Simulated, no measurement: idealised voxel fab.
Process module, titled voxel transistor to metal
Cross-section cut spans 295 nm and uses square cells 5 nm in size.
Just so we're on the same page, the cross-sections are grids of square cells, and they're listed out in bands top to bottom, each band one or more rows deep. For a band, the entry starts with two heights in nm, that of the top and then that of the bottom, and carries on with the band's materials in order from left to right, each alongside its width in nm; the word "edge to edge" beside a single material means it fills the band edge to edge, and "blank" means empty space. Basically, 0 is our baseline, since under it the wafer straight out of the box is all one material. The bottom band has no lower end and keeps on going down, so it looks like "0 nm and below". Width "30->40": first value at the band's top row of cells, second value at its bottom row, equal change from row to row. It should be understood that the words "nothing changed", when stated for a given step, signify that the cross-section underwent no change in any of its cells during that step. "Voids, enclosed" contains a list of empty spaces, each no smaller than 8 cells and without an open way to the top, written in the form width x height at distance with the distance from the left edge and all three in nm. It should be noted that, on the line of a given step, the content following the step's settings is a remark produced by the simulator itself with respect to that step. "overlay nm" on a masked step: distance the mask lay right of its planned place, negative for left.
-- The steps planned for the process are as follows
1. RECEIVE: material Si
2. CONFORMAL_DEP: material SiO2, thk nm 5
3. CONFORMAL_DEP: material SiN, thk nm 10
4. DIRECTIONAL_DEP: material aC, thk nm 10
5. PATTERN: tone cover, mask id ACTIVE, material resist, width nm 85, pitch nm 120, thk nm 25, overlay nm 0
6. DIRECTIONAL_ETCH: etch materials aC, depth nm 10
7. STRIP: etch materials resist
8. DIRECTIONAL_ETCH: etch materials SiN, depth nm 10
9. DIRECTIONAL_ETCH: etch materials SiO2, depth nm 5
10. DIRECTIONAL_ETCH: etch materials Si, depth nm 30
11. STRIP: etch materials aC
12. FILL_DEP: material SiO2, thk nm 10
13. CMP: height nm 15
14. SELECTIVE_ETCH: etch materials SiO2, depth nm 5
15. STRIP: etch materials SiN
16. SELECTIVE_ETCH: etch materials SiO2, depth nm 5
17. OXIDIZE: depth nm 5
18. DIRECTIONAL_DEP: material polySi, thk nm 20
19. DIRECTIONAL_DEP: material SiCN, thk nm 10
20. MASKED_ETCH: tone cover, mask id GATE, width nm 25, pitch nm 120, etch materials SiCN, depth nm 20, overlay nm 0
21. MASKED_ETCH: tone cover, mask id GATE, width nm 25, pitch nm 120, etch materials polySi, depth nm 30, overlay nm 0
22. CONFORMAL_DEP: material SiO2, thk nm 5
23. DIRECTIONAL_ETCH: etch materials SiO2, depth nm 5
24. CONFORMAL_DEP: material SiN, thk nm 5
25. DIRECTIONAL_ETCH: etch materials SiN, depth nm 5
26. DIRECTIONAL_ETCH: etch materials SiO2, depth nm 5
27. DIRECTIONAL_ETCH: etch materials Si, depth nm 15
28. EPI: material nSi, thk nm 15
29. FILL_DEP: material SiO2, thk nm 10
30. CMP: height nm 20
31. STRIP: etch materials polySi
32. SELECTIVE_ETCH: etch materials SiO2, depth nm 5
33. CONFORMAL_DEP: material HfO2, thk nm 5
34. CONFORMAL_DEP: material TiN, thk nm 5
35. FILL_DEP: material W, thk nm 5
36. CMP: height nm 15
37. DIRECTIONAL_DEP: material SiO2, thk nm 10
38. MASKED_ETCH: tone open, mask id CONTACT, width nm 15, etch materials SiO2, depth nm 15, overlay nm 0
39. CONFORMAL_DEP: material TiN, thk nm 5
40. FILL_DEP: material Ru, thk nm 10
41. CMP: height nm 25
42. DIRECTIONAL_DEP: material TiN, thk nm 5
43. DIRECTIONAL_DEP: material Ru, thk nm 20
44. DIRECTIONAL_DEP: material aC, thk nm 10
45. PATTERN: tone cover, mask id METAL_1, material resist, width nm 15, thk nm 30, overlay nm 0
46. DIRECTIONAL_ETCH: etch materials aC, depth nm 10
47. STRIP: etch materials resist
48. DIRECTIONAL_ETCH: etch materials Ru, depth nm 20
49. DIRECTIONAL_ETCH: etch materials TiN, depth nm 5
50. STRIP: etch materials aC
51. CONFORMAL_DEP: material SiCN, thk nm 5
52. FILL_DEP: material SiO2, thk nm 10
53. CMP: height nm 50
54. CONFORMAL_DEP: material SiCN, thk nm 5
Don't read the plan's width nm for step 5 as applying to every wafer: that's the first wafer's value, and the wafers differ in it, though they all start identical.
-- Cross-section, first of several wafers, as delivered after step 1
0 nm and below = Si edge to edge
Voids, enclosed: none
-- Row per wafer, end-of-module: cell gain (+)/loss (-) by material since the wafer came in, then closed voids
width nm 85, +26 HfO2, +56 Ru, -220 Si, +138 SiCN, +16 SiN, +487 SiO2, +58 TiN, +12 W, +76 nSi, Voids, enclosed: none
width nm 90, +26 HfO2, +56 Ru, -216 Si, +138 SiCN, +16 SiN, +471 SiO2, +58 TiN, +12 W, +88 nSi, Voids, enclosed: none
width nm 95, +26 HfO2, +56 Ru, -212 Si, +138 SiCN, +16 SiN, +455 SiO2, +58 TiN, +12 W, +100 nSi, Voids, enclosed: none
width nm 100, +26 HfO2, +56 Ru, -208 Si, +138 SiCN, +16 SiN, +439 SiO2, +58 TiN, +12 W, +112 nSi, Voids, enclosed: none
width nm 105, +26 HfO2, +56 Ru, -204 Si, +138 SiCN, +16 SiN, +423 SiO2, +58 TiN, +12 W, +124 nSi, Voids, enclosed: none
